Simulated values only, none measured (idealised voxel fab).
A process module follows: voxel spacer lines.
It is cross-section cut that appears here, measuring 280 nm in width, its square cells being 5 nm in size.
Format of a cross-section: grid, square cells. Given as bands. Order: top down. Band: one or more rows of cells. This entry defines a band. It first specifies the height of the band's top and the height of its bottom in nm, and then specifies the band's materials from left to right, stating each material with its width in nm. The word "throughout" identifies a single material that fills the band from edge to edge, while the word "air" identifies empty space. Ref level 0: as-received wafer is one material below here. Bottom band extends down with no lower bound ("top 0, no bottom"). The width entry "30->40" should be interpreted row by row: the top row of cells in the band takes the first number, the bottom row takes the second number, and the change between adjacent rows is uniform throughout. What does "no change occurred" mean for a step? It means no cell of the cross-section changed in that step. Each empty space that has no open way to the top and spans at least 8 cells appears under "Voids, enclosed" as width x height at distance, the distance counted from the left edge, all in nm. Formally, on a step line, whatever follows the settings is a remark that the simulator itself makes on the step. The setting "overlay nm" may be written on the line of a step. When the step uses a mask, the value reports how far to the right of the planned place the mask lay, and a negative value reports that it lay to the left.
**Planned step list for the process**
step 1: RECEIVE | material Si
step 2: CONFORMAL_DEP | material Al2O3 | thk nm 10
step 3: DIRECTIONAL_DEP | material SiN | thk nm 10
step 4: DIRECTIONAL_DEP | material aC | thk nm 20
step 5: PATTERN | tone cover | mask id MANDREL | material resist | width nm 25 | pitch nm 70 | thk nm 30 | overlay nm 0
step 6: DIRECTIONAL_ETCH | etch materials aC | depth nm 20
step 7: STRIP | etch materials resist
step 8: CONFORMAL_DEP | material SiO2 | thk nm 10
step 9: DIRECTIONAL_ETCH | etch materials SiO2 | depth nm 10
step 10: STRIP | etch materials aC
step 11: DIRECTIONAL_ETCH | etch materials SiN | depth nm 10
step 12: STRIP | etch materials SiO2
**Wafer cross-section on receipt, i.e. after step 1**
* top 0, no bottom  Si throughout
* Voids, enclosed: none
**Wafer cross-section at module end: first of two, run to plan**
* top 20, bottom 10  45 of air / 10 of SiN / 25 of air / 10 of SiN / 25 of air / 10 of SiN / 25 of air / 10 of SiN / 25 of air / 10 of SiN / 25 of air / 10 of SiN / 50 of air
* top 10, bottom 0  Al2O3 throughout
* top 0, no bottom  Si throughout
* Voids, enclosed: none
**Cross-section, second wafer: same start as the first, same plan as the first, one mistake in running it; taken at the end of the module**
* top 40, bottom 20  Al2O3 throughout
* top 20, bottom 10  SiN throughout
* top 10, bottom 0  Al2O3 throughout
* top 0, no bottom  Si throughout
* Voids, enclosed: none
Nonconformance to the process plan: heads up, step 4 didn't go per plan, it actually ran as DIRECTIONAL_DEP | material Al2O3 | thk nm 20
Materials where the second wafer ends with more or fewer cells than the first: 224 more of Al2O3; 88 more of SiN
